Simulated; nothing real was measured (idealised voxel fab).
Proc. module: voxel gate over fins
295 nm wide, 5 nm square cells: that's cross-section cut.
Each cross-section below is a grid of square cells, stated as bands in top-down order, with one or more rows of cells making up each band.
Heights first: top, then bottom, in nm. Then materials, left to right, each with a width in nm. "throughout" on a single material: fills the band edge to edge. "blank": empty space.
The reference from which all heights are counted is 0, the level beneath which the as-received wafer is entirely one material; the lowest band, having no lower bound, proceeds downward and is written after the example "top 0, no bottom".
Width spec "30..40" -> top row of cells at first value, bottom row at second value, equal per-row change in between.
Reading "no alteration" for a step: not a cell of the cross-section changed in it.
Closed empty spaces (no open way to the top) of 8 cells or more are what "Sealed void listing" lists, each as width x height at distance from the left edge, nm for all three.
It should be noted that, on the line of a given step, the content following the step's settings is a remark produced by the simulator itself with respect to that step.
If you see "overlay nm" on a step's line and that step has a mask, it's telling you how far right of where it was planned the mask ended up; a negative number means it went left instead.

Planned process steps:
1: RECEIVE [material Si]
2: CONFORMAL_DEP [material SiN] [thk nm 10]
3: PATTERN [tone cover] [mask id FINS] [material resist] [width nm 15] [pitch nm 45] [thk nm 20] [overlay nm 0]
4: DIRECTIONAL_ETCH [etch materials SiN] [depth nm 10]
5: DIRECTIONAL_ETCH [etch materials Si] [depth nm 40]
6: STRIP [etch materials resist]
7: OXIDIZE [depth nm 5]
8: FILL_DEP [material SiO2] [thk nm 15]
9: CMP [height nm 10]
10: SELECTIVE_ETCH [etch materials SiO2] [depth nm 20]
11: STRIP [etch materials SiN]
12: CONFORMAL_DEP [material HfO2] [thk nm 5]
13: CONFORMAL_DEP [material TiN] [thk nm 5]
14: FILL_DEP [material W] [thk nm 10]
15: CMP [height nm 15]
16: CONFORMAL_DEP [material SiN] [thk nm 10]

First wafer out of two, processed as planned:

Step 1 complete: cross-section of the wafer as received:
top 0, no bottom: Si throughout
Sealed void listing: none

Presented here is a cross-section of the wafer after step 2 has been performed:
top 10, bottom 0: SiN throughout
Everything below 0 is unchanged.

Presented here is a cross-section of the wafer after step 3 has been performed:
top 30, bottom 10: blank 115 nm, resist 15 nm, blank 30 nm, resist 15 nm, blank 120 nm
Everything below 10 is unchanged.

Presented here is a cross-section of the wafer after step 4 has been performed:
top 30, bottom 10: blank 115 nm, resist 15 nm, blank 30 nm, resist 15 nm, blank 120 nm
top 10, bottom 0: blank 115 nm, SiN 15 nm, blank 30 nm, SiN 15 nm, blank 120 nm
Everything below 0 is unchanged.

Presented here is a cross-section of the wafer after step 5 has been performed:
top 30, bottom 10: blank 115 nm, resist 15 nm, blank 30 nm, resist 15 nm, blank 120 nm
top 10, bottom 0: blank 115 nm, SiN 15 nm, blank 30 nm, SiN 15 nm, blank 120 nm
top 0, bottom -40: blank 115 nm, Si 15 nm, blank 30 nm, Si 15 nm, blank 120 nm
Everything below -40 is unchanged.

Presented here is a cross-section of the wafer after step 6 has been performed:
top 10, bottom 0: blank 115 nm, SiN 15 nm, blank 30 nm, SiN 15 nm, blank 120 nm
Everything below 0 is unchanged.

Presented here is a cross-section of the wafer after step 7 has been performed:
top 10, bottom 0: blank 115 nm, SiN 15 nm, blank 30 nm, SiN 15 nm, blank 120 nm
top 0, bottom -40: blank 115 nm, SiO2 5 nm, Si 5 nm, SiO2 5 nm, blank 30 nm, SiO2 5 nm, Si 5 nm, SiO2 5 nm, blank 120 nm
top -40, bottom -45: SiO2 120 nm, Si 5 nm, SiO2 40 nm, Si 5 nm, SiO2 125 nm
Everything below -45 is unchanged.

Presented here is a cross-section of the wafer after step 8 has been performed:
top 25, bottom 10: SiO2 throughout
top 10, bottom 0: SiO2 115 nm, SiN 15 nm, SiO2 30 nm, SiN 15 nm, SiO2 120 nm
top 0, bottom -45: SiO2 120 nm, Si 5 nm, SiO2 40 nm, Si 5 nm, SiO2 125 nm
Everything below -45 is unchanged.

Presented here is a cross-section of the wafer after step 9 has been performed:
top 10, bottom 0: SiO2 115 nm, SiN 15 nm, SiO2 30 nm, SiN 15 nm, SiO2 120 nm
Everything below 0 is unchanged.

Presented here is a cross-section of the wafer after step 10 has been performed:
top 10, bottom 0: blank 115 nm, SiN 15 nm, blank 30 nm, SiN 15 nm, blank 120 nm
top 0, bottom -10: blank 120 nm, Si 5 nm, blank 40 nm, Si 5 nm, blank 125 nm
Everything below -10 is unchanged.

Presented here is a cross-section of the wafer after step 11 has been performed:
top 0, bottom -10: blank 120 nm, Si 5 nm, blank 40 nm, Si 5 nm, blank 125 nm
Everything below -10 is unchanged.

Presented here is a cross-section of the wafer after step 12 has been performed:
top 5, bottom 0: blank 115 nm, HfO2 15 nm, blank 30 nm, HfO2 15 nm, blank 120 nm
top 0, bottom -5: blank 115 nm, HfO2 5 nm, Si 5 nm, HfO2 5 nm, blank 30 nm, HfO2 5 nm, Si 5 nm, HfO2 5 nm, blank 120 nm
top -5, bottom -10: HfO2 120 nm, Si 5 nm, HfO2 40 nm, Si 5 nm, HfO2 125 nm
Everything below -10 is unchanged.

Presented here is a cross-section of the wafer after step 13 has been performed:
top 10, bottom 5: blank 110 nm, TiN 25 nm, blank 20 nm, TiN 25 nm, blank 115 nm
top 5, bottom 0: blank 110 nm, TiN 5 nm, HfO2 15 nm, TiN 5 nm, blank 20 nm, TiN 5 nm, HfO2 15 nm, TiN 5 nm, blank 115 nm
top 0, bottom -5: TiN 115 nm, HfO2 5 nm, Si 5 nm, HfO2 5 nm, TiN 30 nm, HfO2 5 nm, Si 5 nm, HfO2 5 nm, TiN 120 nm
Everything below -5 is unchanged.

Presented here is a cross-section of the wafer after step 14 has been performed:
top 20, bottom 10: W throughout
top 10, bottom 5: W 110 nm, TiN 25 nm, W 20 nm, TiN 25 nm, W 115 nm
top 5, bottom 0: W 110 nm, TiN 5 nm, HfO2 15 nm, TiN 5 nm, W 20 nm, TiN 5 nm, HfO2 15 nm, TiN 5 nm, W 115 nm
Everything below 0 is unchanged.

Presented here is a cross-section of the wafer after step 15 has been performed:
top 15, bottom 10: W throughout
Everything below 10 is unchanged.

Presented here is a cross-section of the wafer after step 16 has been performed:
top 25, bottom 15: SiN throughout
Everything below 15 is unchanged.

The second wafer began exactly as the first did and followed the same plan, but one mistake was made while running it; through step 12 inclusive, the two wafers are identical:

Cross-section of the second wafer corresponding to the planned conclusion of step 13:
top 20, bottom 10: blank 100 nm, TiN 90 nm, blank 105 nm
top 10, bottom 5: TiN throughout
top 5, bottom 0: TiN 115 nm, HfO2 15 nm, TiN 30 nm, HfO2 15 nm, TiN 120 nm
top 0, bottom -5: TiN 115 nm, HfO2 5 nm, Si 5 nm, HfO2 5 nm, TiN 30 nm, HfO2 5 nm, Si 5 nm, HfO2 5 nm, TiN 120 nm
Everything below -5 is unchanged.

Cross-section of the second wafer corresponding to the planned conclusion of step 14:
top 30, bottom 20: W throughout
top 20, bottom 10: W 100 nm, TiN 90 nm, W 105 nm
Everything below 10 is unchanged.

Cross-section of the second wafer corresponding to the planned conclusion of step 15:
top 15, bottom 10: W 100 nm, TiN 90 nm, W 105 nm
Everything below 10 is unchanged.

Cross-section of the second wafer corresponding to the planned conclusion of step 16:
top 25, bottom 15: SiN throughout
Everything below 15 is unchanged.
What went wrong in running the wafer? step 13, actual vs plan mismatch, actual run CONFORMAL_DEP [material TiN] [thk nm 15]
Final wafer comparison in cells, second versus first, more or fewer per material: TiN: 116 more; W: 116 fewer
